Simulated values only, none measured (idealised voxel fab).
Process module in this document: voxel ribs on slabs
It is cross-section cut that appears here, measuring 290 nm in width, its square cells being 5 nm in size.
For the purposes of this document, a cross-section shall be understood as a grid of square cells, specified as bands listed in top-to-bottom order, each band consisting of one or more rows of cells. What a band's entry tells you: where the top is and where the bottom is, as heights in nm, and after that what lies inside, material by material from left to right, each with its width in nm. Empty space is written as the word "empty", and a single material marked with the word "everywhere" occupies the band from edge to edge. Zero point of the height axis is 0; under it, received wafer = one material. Lowest band: continues down indefinitely, "0 and below". The two numbers in a width such as "30..40" mark its ends across the band: the first belongs to the top row of cells, the second to the bottom row, and from each row to the next the width moves by the same amount. "nothing altered" for a step: no cell of the cross-section changed in that step. Any empty space of 8 cells or more lacking an open way to the top shows up in "Enclosed void inventory" as width x height at distance, distance from the left edge, in nm. Past the settings on a step's line: simulator remark, on that step. overlay nm: mask offset rightward from planned place, masked step; negative means leftward offset.

**Below is the list of planned process steps**
1,RECEIVE | material Si
2,DIRECTIONAL_DEP | material SiO2 | thk nm 30
3,DIRECTIONAL_DEP | material SiN | thk nm 15
4,DIRECTIONAL_DEP | material aC | thk nm 15
5,PATTERN | tone cover | mask id RIB | material resist | width nm 15 | thk nm 35 | overlay nm 0
6,DIRECTIONAL_ETCH | etch materials aC | depth nm 15
7,STRIP | etch materials resist
8,DIRECTIONAL_ETCH | etch materials SiN | depth nm 10
9,STRIP | etch materials aC
10,DIRECTIONAL_DEP | material aC | thk nm 10
11,PATTERN | tone cover | mask id SLAB | material resist | width nm 65 | thk nm 30 | overlay nm 0
12,DIRECTIONAL_ETCH | etch materials aC | depth nm 10
13,STRIP | etch materials resist
14,DIRECTIONAL_ETCH | etch materials SiN | depth nm 5
15,STRIP | etch materials aC
16,FILL_DEP | material SiO2 | thk nm 25
17,CMP | height nm 65
18,DIRECTIONAL_DEP | material TiN | thk nm 10
19,MASKED_ETCH | tone cover | mask id HEATER | width nm 25 | etch materials TiN | depth nm 10 | overlay nm 0
20,CONFORMAL_DEP | material SiO2 | thk nm 5

**Cross-section of the wafer upon arrival, representing the state reached after step 1**
- 0 and below = Si everywhere
- Enclosed void inventory: none

**Here's the wafer cut in cross-section after the module, started and planned just like above, except one thing was done wrong in the run**
- 80 down to 75 = empty=125, then SiO2=35, then empty=130
- 75 down to 70 = empty=125, then SiO2=5, then TiN=25, then SiO2=5, then empty=130
- 70 down to 65 = SiO2=130, then TiN=25, then SiO2=135
- 65 down to 45 = SiO2 everywhere
- 45 down to 40 = SiO2=110, then SiN=25, then SiO2=15, then SiN=25, then SiO2=115
- 40 down to 35 = SiN=135, then SiO2=15, then SiN=140
- 35 down to 30 = SiN everywhere
- 30 down to 0 = SiO2 everywhere
- 0 and below = Si everywhere
- Enclosed void inventory: none
Heads up, the wafer didn't run the way we planned it: not per plan at step 5, really ran PATTERN | tone open | mask id RIB | material resist | width nm 15 | thk nm 35 | overlay nm 0
